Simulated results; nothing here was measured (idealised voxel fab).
The following process module bears the name voxel quadruple lines.
Displayed cross-section: cut, width of 215 nm, square cells sized 5 nm.
Reading order for cross-sections: top band down to bottom band. Underlying form: a grid of square cells. Band size: one or more rows of cells.
Basically the band line says how high the top is and how high the bottom is, in nm, and then what's in it from left to right, every material with its width in nm. Empty space shows up as "air", and if a single material carries "edge to edge" it runs the full band edge to edge.
We count height from 0. Below that, the starting wafer is all one material. The lowest band never ends at the bottom but goes on down; see "0..down" for how that is written.
A width given as "30->40" starts at the first number in the band's top row and ends at the second number in its bottom row, shifting by an equal amount at every step from row to row.
It should be understood that the words "remained unchanged", when stated for a given step, signify that the cross-section underwent no change in any of its cells during that step.
So "Closed-off voids" is basically the list of trapped voids: any empty space of 8 cells or more that can't reach the top through an opening. They're written width x height at distance, the distance being from the left edge, and it's all nm.
Past the settings on a step's line: simulator remark, on that step.
A step line may carry the setting "overlay nm", which, for steps involving a mask, states the distance by which the mask lay to the right of its intended position; negative values denote displacement to the left.
Steps in the process plan
| 1 | RECEIVE with material Si |
| 2 | CONFORMAL_DEP with material Al2O3, thk nm 10 |
| 3 | DIRECTIONAL_DEP with material W, thk nm 15 |
| 4 | DIRECTIONAL_DEP with material polySi, thk nm 20 |
| 5 | DIRECTIONAL_DEP with material aC, thk nm 20 |
| 6 | PATTERN with tone cover, mask id MANDREL, material resist, width nm 25, thk nm 25, overlay nm 0 |
| 7 | DIRECTIONAL_ETCH with etch materials aC, depth nm 20 |
| 8 | STRIP with etch materials resist |
| 9 | CONFORMAL_DEP with material SiO2, thk nm 15 |
| 10 | DIRECTIONAL_ETCH with etch materials SiO2, depth nm 15 |
| 11 | STRIP with etch materials aC |
| 12 | DIRECTIONAL_ETCH with etch materials polySi, depth nm 20 |
| 13 | STRIP with etch materials SiO2 |
| 14 | CONFORMAL_DEP with material SiCN, thk nm 5 |
| 15 | DIRECTIONAL_ETCH with etch materials SiCN, depth nm 5 |
| 16 | STRIP with etch materials polySi |
| 17 | DIRECTIONAL_ETCH with etch materials W, depth nm 15 |
| 18 | STRIP with etch materials SiCN |
| 19 | FILL_DEP with material SiO2, thk nm 5 |
| 20 | CMP with height nm 25 |
Shown in cross-section is the wafer as received, that is, as it stands after step 1
    0..down  Si edge to edge
    Closed-off voids: none
Figure: cross-sectional view of the wafer upon completion of the module, processed from the initial state and according to the plan depicted above, with one error introduced during execution
    25..10  SiO2 (85) / W (5) / SiO2 (15) / W (5) / SiO2 (15) / W (5) / SiO2 (15) / W (5) / SiO2 (65)
    10..0  Al2O3 edge to edge
    0..down  Si edge to edge
    Closed-off voids: none
The plan and the run diverged here: planned and actual differ for step 6; actual: PATTERN with tone cover, mask id MANDREL, material resist, width nm 25, thk nm 25, overlay nm 10
